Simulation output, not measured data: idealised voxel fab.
process module | voxel self aligned contacts
cross-section cut | 220 nm wide | cells 5 nm
A cross-section is a grid of square cells, given in bands from the top down. A band is one or more rows of cells.
Each band's line starts with the height of the band's top and of its bottom, in nm. Then come its materials from left to right, each with its width in nm. One material with "throughout" fills the band from edge to edge. "air" is empty space.
Height 0 is the level under which the wafer as received is all one material. The lowest band goes on downwards, as in "0 down".
A width such as "30 to 40" changes by the same amount from each row of cells to the next, from the band's top row to its bottom row.
"no change" after a step means that no cell of the cross-section changed.
closed voids: empty space of 8 cells or more with no open way to the top, each as width x height at its distance from the left edge, in nm
after a step's settings: what the simulator itself notes on the step
overlay nm, on a step with a mask: how far to the right of its planned place the mask lay; to the left if negative
plan
1 op RECEIVE | material Si
2 op OXIDIZE | depth nm 5
3 op DIRECTIONAL_DEP | material polySi | thk nm 30
4 op DIRECTIONAL_DEP | material SiN | thk nm 20
5 op PATTERN | tone cover | mask id GATE | material resist | width nm 35 | pitch nm 65 | thk nm 15 | overlay nm 0
6 op DIRECTIONAL_ETCH | etch materials SiN | depth nm 20
7 op DIRECTIONAL_ETCH | etch materials polySi | depth nm 30
8 op STRIP | etch materials resist
9 op CONFORMAL_DEP | material SiN | thk nm 5
10 op DIRECTIONAL_ETCH | etch materials SiN | depth nm 5
11 op FILL_DEP | material SiO2 | thk nm 15
12 op CMP | height nm 55
13 op PATTERN | tone open | mask id CONTACT | material resist | width nm 50 | pitch nm 65 | thk nm 15 | overlay nm 0
14 op DIRECTIONAL_ETCH | etch materials SiO2 | depth nm 60
15 op STRIP | etch materials resist
16 op CONFORMAL_DEP | material TiN | thk nm 5
17 op FILL_DEP | material Ru | thk nm 10
18 op CMP | height nm 55
19 op CONFORMAL_DEP | material SiN | thk nm 5
as received, after step 1
  0 down: Si throughout
  closed voids: none
first wafer at the end, as planned
  60 to 55: SiN throughout
  55 to 50: SiO2 50 | TiN 20 | Ru 10 | TiN 20 | SiO2 15 | TiN 20 | Ru 10 | TiN 20 | SiO2 55
  50 to 30: SiO2 20 | SiN 45 | TiN 5 | Ru 10 | TiN 5 | SiN 45 | TiN 5 | Ru 10 | TiN 5 | SiN 45 | SiO2 25
  30 to 0: SiO2 20 | SiN 5 | polySi 35 | SiN 5 | TiN 5 | Ru 10 | TiN 5 | SiN 5 | polySi 35 | SiN 5 | TiN 5 | Ru 10 | TiN 5 | SiN 5 | polySi 35 | SiN 5 | SiO2 25
  0 to -5: SiO2 65 | TiN 20 | SiO2 45 | TiN 20 | SiO2 70
  -5 down: Si throughout
  closed voids: none
second wafer at the end: like start, like plan, one mistake
  60 to 55: SiN throughout
  55 to 50: Ru throughout
  50 to 30: Ru 20 | SiN 45 | Ru 20 | SiN 45 | Ru 20 | SiN 45 | Ru 25
  30 to 0: Ru 20 | SiN 5 | polySi 35 | SiN 5 | Ru 20 | SiN 5 | polySi 35 | SiN 5 | Ru 20 | SiN 5 | polySi 35 | SiN 5 | Ru 25
  0 to -5: SiO2 throughout
  -5 down: Si throughout
  closed voids: none
what went wrong: step 11 ran as: op FILL_DEP | material Ru | thk nm 15
at the end the second wafer has, in cells: 170 more of Ru | 106 fewer of SiO2 | 64 fewer of TiN
